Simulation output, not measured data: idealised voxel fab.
Process module in this document: voxel gate over fins
Square cell edge 5 nm, section width 180 nm, ID cut.
In what follows, cross-sections appear as grids of square cells, described through bands that run from the top down, where every band is one or more rows of cells.
It is stipulated that each band's entry specify, in nanometres, the height of the top of the band and then that of its bottom, followed by the materials of the band in left-to-right sequence, each together with its width in nanometres. A single material marked by the word "throughout" is understood to fill the band from edge to edge; the word "air" is understood to denote empty space.
It should be noted that heights are counted from 0, beneath which the wafer as supplied is of one material throughout, and that the lowest band possesses no lower boundary but continues downward, as written in "0 nm and below".
Width spec "30->40" -> top row of cells at first value, bottom row at second value, equal per-row change in between.
A step reported as "left unchanged" is a step in which no cell of the cross-section changed.
Heads up: "Trapped void list" only lists the empty pockets with no open path to the top that are 8 cells or more, and it writes them as width x height at distance, distance from the left edge, in nm.
Post-settings text on a step line: simulator's own remark regarding the step.
"overlay nm", when on a step's line for a step with a mask, measures how far to the right of its planned place the mask lay; a negative measure means to the left.
[Process steps (planned)]
1 RECEIVE with material Si
2 CONFORMAL_DEP with material SiN, thk nm 5
3 MASKED_ETCH with tone cover, mask id FINS, width nm 15, pitch nm 55, etch materials SiN, depth nm 5, overlay nm 0
4 MASKED_ETCH with tone cover, mask id FINS, width nm 15, pitch nm 55, etch materials Si, depth nm 35, overlay nm 0
5 FILL_DEP with material SiO2, thk nm 15
6 CMP with height nm 5
7 MASKED_ETCH with tone open, mask id RAIL, width nm 15, etch materials SiO2, depth nm 35, overlay nm 0
8 CONFORMAL_DEP with material TiN, thk nm 5
9 FILL_DEP with material Ru, thk nm 5
10 CMP with height nm 5
11 SELECTIVE_ETCH with etch materials W Ru TiN, depth nm 20
12 FILL_DEP with material SiO2, thk nm 5
13 CMP with height nm 5
14 SELECTIVE_ETCH with etch materials SiO2, depth nm 15
15 STRIP with etch materials SiN
16 CONFORMAL_DEP with material HfO2, thk nm 5
17 CONFORMAL_DEP with material TiN, thk nm 5
18 FILL_DEP with material W, thk nm 10
19 CMP with height nm 15
20 CONFORMAL_DEP with material SiCN, thk nm 10
The width nm used in step 3 is not the same on every wafer, whereas the starting condition is; the value printed in the plan is the first wafer's.
[Cross-section of the first of several received wafers, showing its state after step 1]
> 0 nm and below = Si throughout
> Trapped void list: none
[Here's the first of several wafers in cross-section, end of the module, after the last step, step 20]
> 25 nm to 15 nm = SiCN throughout
> 15 nm to 10 nm = W throughout
> 10 nm to 5 nm = W 15, TiN 35, W 20, TiN 35, W 20, TiN 35, W 20
> 5 nm to 0 nm = W 15, TiN 5, HfO2 25, TiN 5, W 20, TiN 5, HfO2 25, TiN 5, W 20, TiN 5, HfO2 25, TiN 5, W 20
> 0 nm to -5 nm = TiN 20, HfO2 5, Si 15, HfO2 5, TiN 30, HfO2 5, Si 15, HfO2 5, TiN 30, HfO2 5, Si 15, HfO2 5, TiN 25
> -5 nm to -10 nm = HfO2 25, Si 15, HfO2 40, Si 15, HfO2 40, Si 15, HfO2 30
> -10 nm to -15 nm = SiO2 25, Si 15, SiO2 40, Si 15, SiO2 40, Si 15, SiO2 30
> -15 nm to -25 nm = SiO2 25, Si 15, SiO2 10, TiN 5, Ru 5, TiN 5, SiO2 15, Si 15, SiO2 40, Si 15, SiO2 30
> -25 nm to -30 nm = SiO2 25, Si 15, SiO2 10, TiN 15, SiO2 15, Si 15, SiO2 40, Si 15, SiO2 30
> -30 nm to -35 nm = SiO2 25, Si 15, SiO2 40, Si 15, SiO2 40, Si 15, SiO2 30
> -35 nm and below = Si throughout
> Trapped void list: none
[Of the several wafers, the last: cross-section at the end of the module]
> 25 nm to 15 nm = SiCN throughout
> 15 nm to 10 nm = W throughout
> 10 nm to 5 nm = W 10, TiN 50, W 5, TiN 50, W 5, TiN 50, W 10
> 5 nm to 0 nm = W 10, TiN 5, HfO2 40, TiN 5, W 5, TiN 5, HfO2 40, TiN 5, W 5, TiN 5, HfO2 40, TiN 5, W 10
> 0 nm to -5 nm = TiN 15, HfO2 5, Si 30, HfO2 5, TiN 15, HfO2 5, Si 30, HfO2 5, TiN 15, HfO2 5, Si 30, HfO2 5, TiN 15
> -5 nm to -10 nm = HfO2 20, Si 30, HfO2 25, Si 30, HfO2 25, Si 30, HfO2 20
> -10 nm to -15 nm = SiO2 20, Si 30, SiO2 25, Si 30, SiO2 25, Si 30, SiO2 20
> -15 nm to -25 nm = SiO2 20, Si 30, TiN 5, Ru 5, TiN 5, SiO2 10, Si 30, SiO2 25, Si 30, SiO2 20
> -25 nm to -30 nm = SiO2 20, Si 30, TiN 15, SiO2 10, Si 30, SiO2 25, Si 30, SiO2 20
> -30 nm to -35 nm = SiO2 20, Si 30, SiO2 25, Si 30, SiO2 25, Si 30, SiO2 20
> -35 nm and below = Si throughout
> Trapped void list: none
[Rows = wafers. At module end, each row lists per material the cells gained (+) or lost (-) since the wafer was received, then the closed voids]
width nm 15 | +48 HfO2 | +2 Ru | -189 Si | +72 SiCN | +126 SiO2 | +55 TiN | +66 W | Trapped void list: none
width nm 20 | +48 HfO2 | +2 Ru | -168 Si | +72 SiCN | +111 SiO2 | +55 TiN | +60 W | Trapped void list: none
width nm 25 | +48 HfO2 | +2 Ru | -147 Si | +72 SiCN | +96 SiO2 | +55 TiN | +54 W | Trapped void list: none
width nm 30 | +48 HfO2 | +2 Ru | -126 Si | +72 SiCN | +81 SiO2 | +55 TiN | +48 W | Trapped void list: none
